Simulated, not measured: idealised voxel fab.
The name of this process module is voxel air gaps.
FYI the section here is cut, 295 nm wide, cells are 5 nm squares.
Throughout this document, each cross-section is represented as a grid of square cells and is presented as a sequence of bands enumerated from the top downward, where a band comprises one or more rows of cells. Each band's line starts with the height of the band's top and of its bottom, in nm. Then come its materials from left to right, each with its width in nm. One material with "everywhere" fills the band from edge to edge. "air" is empty space. Height reference: 0 = level under which incoming wafer is all one material. Lowest band: no bottom, runs on downward, e.g. "top 0, no bottom". The two numbers in a width such as "30->40" mark its ends across the band: the first belongs to the top row of cells, the second to the bottom row, and from each row to the next the width moves by the same amount. What does "stayed the same" mean for a step? It means no cell of the cross-section changed in that step. Empty spaces without an open route to the top, at least 8 cells in extent, make up the entry "Sealed void inventory"; each is given as width x height at distance, where the distance is measured from the left edge, and all are in nm. Where a step's line continues beyond its settings, the continuation is a remark by the simulator itself on that step. overlay nm: on a step with a mask, how far right of its planned place the mask lay; negative means left.

The process steps that were planned are listed below:
1 RECEIVE [material Si]
2 CONFORMAL_DEP [material SiO2] [thk nm 15]
3 CONFORMAL_DEP [material SiCN] [thk nm 5]
4 DIRECTIONAL_DEP [material SiO2] [thk nm 40]
5 PATTERN [tone open] [mask id LINES] [material resist] [width nm 20] [pitch nm 45] [thk nm 15] [overlay nm 0]
6 DIRECTIONAL_ETCH [etch materials SiO2] [depth nm 40]
7 STRIP [etch materials resist]
8 CONFORMAL_DEP [material TiN] [thk nm 5]
9 FILL_DEP [material Ru] [thk nm 10]
10 CMP [height nm 60]
11 EPI [material Ru] [thk nm 10]
12 SELECTIVE_ETCH [etch materials SiO2] [depth nm 50]
13 CONFORMAL_DEP [material SiCN] [thk nm 5]

as received, after step 1:
- top 0, no bottom = Si everywhere
- Sealed void inventory: none

Looking at the first of two wafers in cross-section at end of module - ran to plan:
- top 75, bottom 70 = air (55) | SiCN (185) | air (55)
- top 70, bottom 60 = air (55) | SiCN (5) | Ru (40) | SiCN (5) | Ru (40) | SiCN (5) | Ru (40) | SiCN (5) | Ru (40) | SiCN (5) | air (55)
- top 60, bottom 55 = air (55) | SiCN (15) | TiN (5) | Ru (10) | TiN (5) | SiCN (25) | TiN (5) | Ru (10) | TiN (5) | SiCN (25) | TiN (5) | Ru (10) | TiN (5) | SiCN (25) | TiN (5) | Ru (10) | TiN (5) | SiCN (15) | air (55)
- top 55, bottom 25 = air (65) | SiCN (5) | TiN (5) | Ru (10) | TiN (5) | SiCN (5) | air (15) | SiCN (5) | TiN (5) | Ru (10) | TiN (5) | SiCN (5) | air (15) | SiCN (5) | TiN (5) | Ru (10) | TiN (5) | SiCN (5) | air (15) | SiCN (5) | TiN (5) | Ru (10) | TiN (5) | SiCN (5) | air (65)
- top 25, bottom 20 = SiCN (70) | TiN (20) | SiCN (25) | TiN (20) | SiCN (25) | TiN (20) | SiCN (25) | TiN (20) | SiCN (70)
- top 20, bottom 15 = SiCN everywhere
- top 15, bottom 0 = SiO2 everywhere
- top 0, no bottom = Si everywhere
- Sealed void inventory: 15 x 30 at 95; 15 x 30 at 140; 15 x 30 at 185

Second wafer cross-section at end of module - shared start and plan with the first, one mistake in the run:
- top 75, bottom 70 = SiCN everywhere
- top 70, bottom 60 = Ru everywhere
- top 60, bottom 55 = TiN (75) | Ru (10) | TiN (35) | Ru (10) | TiN (35) | Ru (10) | TiN (35) | Ru (10) | TiN (75)
- top 55, bottom 20 = SiO2 (70) | TiN (5) | Ru (10) | TiN (5) | SiO2 (25) | TiN (5) | Ru (10) | TiN (5) | SiO2 (25) | TiN (5) | Ru (10) | TiN (5) | SiO2 (25) | TiN (5) | Ru (10) | TiN (5) | SiO2 (70)
- top 20, bottom 15 = SiO2 (70) | TiN (20) | SiO2 (25) | TiN (20) | SiO2 (25) | TiN (20) | SiO2 (25) | TiN (20) | SiO2 (70)
- top 15, bottom 10 = SiCN everywhere
- top 10, bottom 0 = SiO2 everywhere
- top 0, no bottom = Si everywhere
- Sealed void inventory: none
Error vs. plan: not per plan at step 2, really ran CONFORMAL_DEP [material SiO2] [thk nm 10]
The second wafer ends with more or fewer cells of some materials than the first, per final count: +62 Ru, -100 SiCN, +285 SiO2, +51 TiN
By the end, 3 closed voids are present in the first wafer and 0 in the second.
